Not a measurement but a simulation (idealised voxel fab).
process module | voxel transistor to metal
cross-section cut | 295 nm wide | cells 5 nm
A cross-section is a grid of square cells, given in bands from the top down. A band is one or more rows of cells.
Each band's line starts with the height of the band's top and of its bottom, in nm. Then come its materials from left to right, each with its width in nm. One material with "throughout" fills the band from edge to edge. "air" is empty space.
Height 0 is the level under which the wafer as received is all one material. The lowest band goes on downwards, as in "0 down".
A width such as "30 to 40" changes by the same amount from each row of cells to the next, from the band's top row to its bottom row.
"no change" after a step means that no cell of the cross-section changed.
closed voids: empty space of 8 cells or more with no open way to the top, each as width x height at its distance from the left edge, in nm
after a step's settings: what the simulator itself notes on the step
overlay nm, on a step with a mask: how far to the right of its planned place the mask lay; to the left if negative
plan
1 op RECEIVE | material Si
2 op CONFORMAL_DEP | material SiO2 | thk nm 5
3 op CONFORMAL_DEP | material SiN | thk nm 10
4 op DIRECTIONAL_DEP | material aC | thk nm 10
5 op PATTERN | tone cover | mask id ACTIVE | material resist | width nm 95 | pitch nm 120 | thk nm 25 | overlay nm 0
6 op DIRECTIONAL_ETCH | etch materials aC | depth nm 10
7 op STRIP | etch materials resist
8 op DIRECTIONAL_ETCH | etch materials SiN | depth nm 10
9 op DIRECTIONAL_ETCH | etch materials SiO2 | depth nm 5
10 op DIRECTIONAL_ETCH | etch materials Si | depth nm 30
11 op STRIP | etch materials aC
12 op FILL_DEP | material SiO2 | thk nm 10
13 op CMP | height nm 15
14 op SELECTIVE_ETCH | etch materials SiO2 | depth nm 5
15 op STRIP | etch materials SiN
16 op SELECTIVE_ETCH | etch materials SiO2 | depth nm 5
17 op OXIDIZE | depth nm 5
18 op DIRECTIONAL_DEP | material polySi | thk nm 20
19 op DIRECTIONAL_DEP | material SiCN | thk nm 10
20 op MASKED_ETCH | tone cover | mask id GATE | width nm 25 | pitch nm 120 | etch materials SiCN | depth nm 20 | overlay nm 0
21 op MASKED_ETCH | tone cover | mask id GATE | width nm 25 | pitch nm 120 | etch materials polySi | depth nm 30 | overlay nm 0
22 op CONFORMAL_DEP | material SiO2 | thk nm 5
23 op DIRECTIONAL_ETCH | etch materials SiO2 | depth nm 5
24 op CONFORMAL_DEP | material SiN | thk nm 5
25 op DIRECTIONAL_ETCH | etch materials SiN | depth nm 5
26 op DIRECTIONAL_ETCH | etch materials SiO2 | depth nm 5
27 op DIRECTIONAL_ETCH | etch materials Si | depth nm 15
28 op EPI | material nSi | thk nm 15
29 op FILL_DEP | material SiO2 | thk nm 10
30 op CMP | height nm 20
31 op STRIP | etch materials polySi
32 op SELECTIVE_ETCH | etch materials SiO2 | depth nm 5
33 op CONFORMAL_DEP | material HfO2 | thk nm 5
34 op CONFORMAL_DEP | material TiN | thk nm 5
35 op FILL_DEP | material W | thk nm 5
36 op CMP | height nm 15
37 op DIRECTIONAL_DEP | material SiO2 | thk nm 10
38 op MASKED_ETCH | tone open | mask id CONTACT | width nm 15 | etch materials SiO2 | depth nm 15 | overlay nm 0
39 op CONFORMAL_DEP | material TiN | thk nm 5
40 op FILL_DEP | material Ru | thk nm 10
41 op CMP | height nm 25
42 op DIRECTIONAL_DEP | material TiN | thk nm 5
43 op DIRECTIONAL_DEP | material Ru | thk nm 20
44 op DIRECTIONAL_DEP | material aC | thk nm 10
45 op PATTERN | tone cover | mask id METAL_1 | material resist | width nm 15 | thk nm 30 | overlay nm 0
46 op DIRECTIONAL_ETCH | etch materials aC | depth nm 10
47 op STRIP | etch materials resist
48 op DIRECTIONAL_ETCH | etch materials Ru | depth nm 20
49 op DIRECTIONAL_ETCH | etch materials TiN | depth nm 5
50 op STRIP | etch materials aC
51 op CONFORMAL_DEP | material SiCN | thk nm 5
52 op FILL_DEP | material SiO2 | thk nm 10
53 op CMP | height nm 50
54 op CONFORMAL_DEP | material SiCN | thk nm 5
as received, after step 1
  0 down: Si throughout
  closed voids: none
a wafer at the end: this start, this plan, one mistake
  55 to 50: SiCN throughout
  50 to 30: SiO2 40 | SiCN 5 | Ru 15 | SiCN 5 | SiO2 45 | SiCN 5 | Ru 15 | SiCN 5 | SiO2 25 | SiCN 5 | Ru 15 | SiCN 5 | SiO2 45 | SiCN 5 | Ru 15 | SiCN 5 | SiO2 40
  30 to 25: SiCN 45 | TiN 15 | SiCN 55 | TiN 15 | SiCN 35 | TiN 15 | SiCN 55 | TiN 15 | SiCN 45
  25 to 20: SiO2 45 | TiN 5 | Ru 5 | TiN 5 | SiO2 55 | TiN 5 | Ru 5 | TiN 5 | SiO2 35 | TiN 5 | Ru 5 | TiN 5 | SiO2 55 | TiN 5 | Ru 5 | TiN 5 | SiO2 45
  20 to 15: SiO2 45 | TiN 15 | SiO2 55 | TiN 15 | SiO2 35 | TiN 15 | SiO2 55 | TiN 15 | SiO2 45
  15 to 10: HfO2 40 | SiO2 5 | SiN 5 | TiN 10 | SiO2 5 | SiN 5 | HfO2 5 | TiN 5 | W 15 | TiN 5 | HfO2 5 | SiN 5 | SiO2 5 | TiN 10 | SiN 5 | SiO2 5 | HfO2 25 | SiO2 5 | SiN 5 | TiN 10 | SiO2 5 | SiN 5 | HfO2 5 | TiN 5 | W 15 | TiN 5 | HfO2 5 | SiN 5 | SiO2 5 | TiN 10 | SiN 5 | SiO2 5 | HfO2 40
  10 to 5: HfO2 40 | SiO2 5 | SiN 5 | nSi 15 | SiN 5 | HfO2 5 | TiN 5 | W 15 | TiN 5 | HfO2 5 | SiN 5 | nSi 15 | SiN 5 | SiO2 5 | HfO2 25 | SiO2 5 | SiN 5 | nSi 15 | SiN 5 | HfO2 5 | TiN 5 | W 15 | TiN 5 | HfO2 5 | SiN 5 | nSi 15 | SiN 5 | SiO2 5 | HfO2 40
  5 to 0: HfO2 40 | SiO2 5 | SiN 5 | nSi 15 | SiN 5 | HfO2 5 | TiN 25 | HfO2 5 | SiN 5 | nSi 15 | SiN 5 | SiO2 5 | HfO2 25 | SiO2 5 | SiN 5 | nSi 15 | SiN 5 | HfO2 5 | TiN 25 | HfO2 5 | SiN 5 | nSi 15 | SiN 5 | SiO2 5 | HfO2 40
  0 to -5: HfO2 40 | SiO2 10 | nSi 15 | SiO2 5 | HfO2 35 | SiO2 5 | nSi 15 | SiO2 10 | HfO2 25 | SiO2 10 | nSi 15 | SiO2 5 | HfO2 35 | SiO2 5 | nSi 15 | SiO2 10 | HfO2 40
  -5 to -20: HfO2 40 | Si 10 | nSi 15 | Si 45 | nSi 15 | Si 10 | HfO2 25 | Si 10 | nSi 15 | Si 45 | nSi 15 | Si 10 | HfO2 40
  -20 to -30: HfO2 40 | Si 95 | HfO2 25 | Si 95 | HfO2 40
  -30 down: Si throughout
  closed voids: none
what went wrong: step 12 ran as: op FILL_DEP | material HfO2 | thk nm 10
